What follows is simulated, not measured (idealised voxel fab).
Process module name: voxel ribs on slabs
Section shown: cut. Width: 260 nm. Cell size: 5 nm, square.
A cross-section in this document is a grid of square cells, and it is written down as bands, the top band listed before the ones below it; a band is made up of one or more rows of cells. First you get the band's top height and its bottom height, in nm, and then the materials it's made of, left to right, with each width in nm. If you see a single material with "all across", that one covers the band edge to edge. "empty" is empty space. A quick word on heights: they are counted from 0, and under that level the wafer as it came to us is one material throughout. The lowest band is different from the rest in having no bottom; it simply continues downward, written as in "z 0 and below". A width such as "30->40" changes by the same amount from each row of cells to the next, from the band's top row to its bottom row. "same as before" -> step changed no cross-section cell. In the "Enclosed cavities" entry, you get each enclosed empty space of 8 cells or more, one with no open way to the top, written width x height at distance, distance from the left edge, in nm. Note: text after step settings on the step line = simulator remark on that step. The line of a step may include "overlay nm". On a step with a mask, this value is how far to the right of its planned place the mask lay. A negative value means the mask lay to the left.
plan
| 1 | RECEIVE: material Si |
| 2 | DIRECTIONAL_DEP: material SiO2, thk nm 20 |
| 3 | DIRECTIONAL_DEP: material polySi, thk nm 15 |
| 4 | DIRECTIONAL_DEP: material aC, thk nm 15 |
| 5 | PATTERN: tone cover, mask id RIB, material resist, width nm 20, thk nm 30, overlay nm 0 |
| 6 | DIRECTIONAL_ETCH: etch materials aC, depth nm 15 |
| 7 | STRIP: etch materials resist |
| 8 | DIRECTIONAL_ETCH: etch materials polySi, depth nm 5 |
| 9 | STRIP: etch materials aC |
| 10 | DIRECTIONAL_DEP: material aC, thk nm 15 |
| 11 | PATTERN: tone cover, mask id SLAB, material resist, width nm 60, thk nm 30, overlay nm 0 |
| 12 | DIRECTIONAL_ETCH: etch materials aC, depth nm 15 |
| 13 | STRIP: etch materials resist |
| 14 | DIRECTIONAL_ETCH: etch materials polySi, depth nm 10 |
| 15 | STRIP: etch materials aC |
| 16 | FILL_DEP: material SiO2, thk nm 25 |
| 17 | CMP: height nm 55 |
| 18 | DIRECTIONAL_DEP: material W, thk nm 10 |
| 19 | MASKED_ETCH: tone cover, mask id HEATER, width nm 30, etch materials W, depth nm 10, overlay nm 0 |
| 20 | CONFORMAL_DEP: material SiO2, thk nm 5 |
Received-state cross-section, reflecting completion of step 1
	z 0 and below  Si all across
	Enclosed cavities: none
The first of two wafers, cross-sectioned at the end of the module, with the run proceeding as planned
	z 70 to 65  110 of empty, then 40 of SiO2, then 110 of empty
	z 65 to 60  110 of empty, then 5 of SiO2, then 30 of W, then 5 of SiO2, then 110 of empty
	z 60 to 55  115 of SiO2, then 30 of W, then 115 of SiO2
	z 55 to 35  SiO2 all across
	z 35 to 30  120 of SiO2, then 20 of polySi, then 120 of SiO2
	z 30 to 20  100 of SiO2, then 60 of polySi, then 100 of SiO2
	z 20 to 0  SiO2 all across
	z 0 and below  Si all across
	Enclosed cavities: none
Here's the second of our two wafers sectioned at module end. Same start as the first, same plan, but one mistake got made running it
	z 70 to 65  110 of empty, then 40 of SiO2, then 110 of empty
	z 65 to 60  110 of empty, then 5 of SiO2, then 30 of W, then 5 of SiO2, then 110 of empty
	z 60 to 55  115 of SiO2, then 30 of W, then 115 of SiO2
	z 55 to 40  SiO2 all across
	z 40 to 35  120 of SiO2, then 20 of polySi, then 120 of SiO2
	z 35 to 25  100 of SiO2, then 60 of polySi, then 100 of SiO2
	z 25 to 20  polySi all across
	z 20 to 0  SiO2 all across
	z 0 and below  Si all across
	Enclosed cavities: none
It is concluded that the wafer was processed incorrectly with respect to the plan, in that heads up, step 3 didn't go per plan, it actually ran as DIRECTIONAL_DEP: material polySi, thk nm 20
Once processing is complete, comparing cell counts shows that the second wafer has more or fewer of certain materials than the first: 52 fewer of SiO2; 52 more of polySi
